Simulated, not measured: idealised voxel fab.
voxel self aligned contacts: a process module
Cross-section cut spans 235 nm and uses square cells 5 nm in size.
Cross-section spec: square-cell grid; bands listed top down; each band is one or more rows. The entry gives the band's vertical extent as a top height and a bottom height in nm, then its horizontal make-up as materials from left to right, each with a width in nm. "air" stands for empty space; a single material marked "edge to edge" fills the band edge to edge. We count height from 0. Below that, the starting wafer is all one material. The lowest band never ends at the bottom but goes on down; see "0 and below" for how that is written. Width spec "30 to 40" -> top row of cells at first value, bottom row at second value, equal per-row change in between. No cell of the cross-section changed in a step that is given as "nothing changed". Enclosed voids (no open way to top), threshold 8 cells or more, entry "Unvented cavities", notation width x height at distance, distance from left edge, nm. Formally, on a step line, whatever follows the settings is a remark that the simulator itself makes on the step. The line of a step may include "overlay nm". On a step with a mask, this value is how far to the right of its planned place the mask lay. A negative value means the mask lay to the left.

-- The steps planned for the process are as follows
- 1: RECEIVE: material Si
- 2: OXIDIZE: depth nm 5
- 3: DIRECTIONAL_DEP: material polySi, thk nm 20
- 4: DIRECTIONAL_DEP: material SiN, thk nm 20
- 5: MASKED_ETCH: tone cover, mask id GATE, width nm 30, pitch nm 70, etch materials SiN, depth nm 20, overlay nm 0
- 6: MASKED_ETCH: tone cover, mask id GATE, width nm 30, pitch nm 70, etch materials polySi, depth nm 20, overlay nm 0
- 7: CONFORMAL_DEP: material SiN, thk nm 5
- 8: DIRECTIONAL_ETCH: etch materials SiN, depth nm 10
- 9: FILL_DEP: material SiO2, thk nm 10
- 10: CMP: height nm 45
- 11: DIRECTIONAL_DEP: material aC, thk nm 10
- 12: PATTERN: tone open, mask id CONTACT, material resist, width nm 50, thk nm 30, overlay nm 0
- 13: DIRECTIONAL_ETCH: etch materials aC, depth nm 10
- 14: STRIP: etch materials resist
- 15: DIRECTIONAL_ETCH: etch materials SiO2, depth nm 50
- 16: STRIP: etch materials aC
- 17: CONFORMAL_DEP: material TiN, thk nm 5
- 18: FILL_DEP: material Ru, thk nm 10
- 19: CMP: height nm 45
- 20: CONFORMAL_DEP: material SiN, thk nm 5
Across this set of wafers, the varied parameter is the thk nm of step 7. Starting conditions are identical for every wafer, and the plan reports the value assigned to the first wafer.

-- Cross-section of the first of several wafers as received (after step 1)
0 and below = Si edge to edge
Unvented cavities: none

-- Gained (+) or lost (-) cells of each material since receipt, then closed voids: one row per wafer, at the end of the module
thk nm 5 | +40 Ru | -47 Si | +111 SiN | +290 SiO2 | +28 TiN | +48 polySi | Unvented cavities: none
thk nm 10 | +18 Ru | -47 Si | +159 SiN | +264 SiO2 | +28 TiN | +48 polySi | Unvented cavities: none
thk nm 15 | -47 Si | +238 SiN | +215 SiO2 | +16 TiN | +48 polySi | Unvented cavities: none
thk nm 20 | -47 Si | +289 SiN | +180 SiO2 | +48 polySi | Unvented cavities: none
thk nm 25 | -47 Si | +320 SiN | +149 SiO2 | +48 polySi | Unvented cavities: none
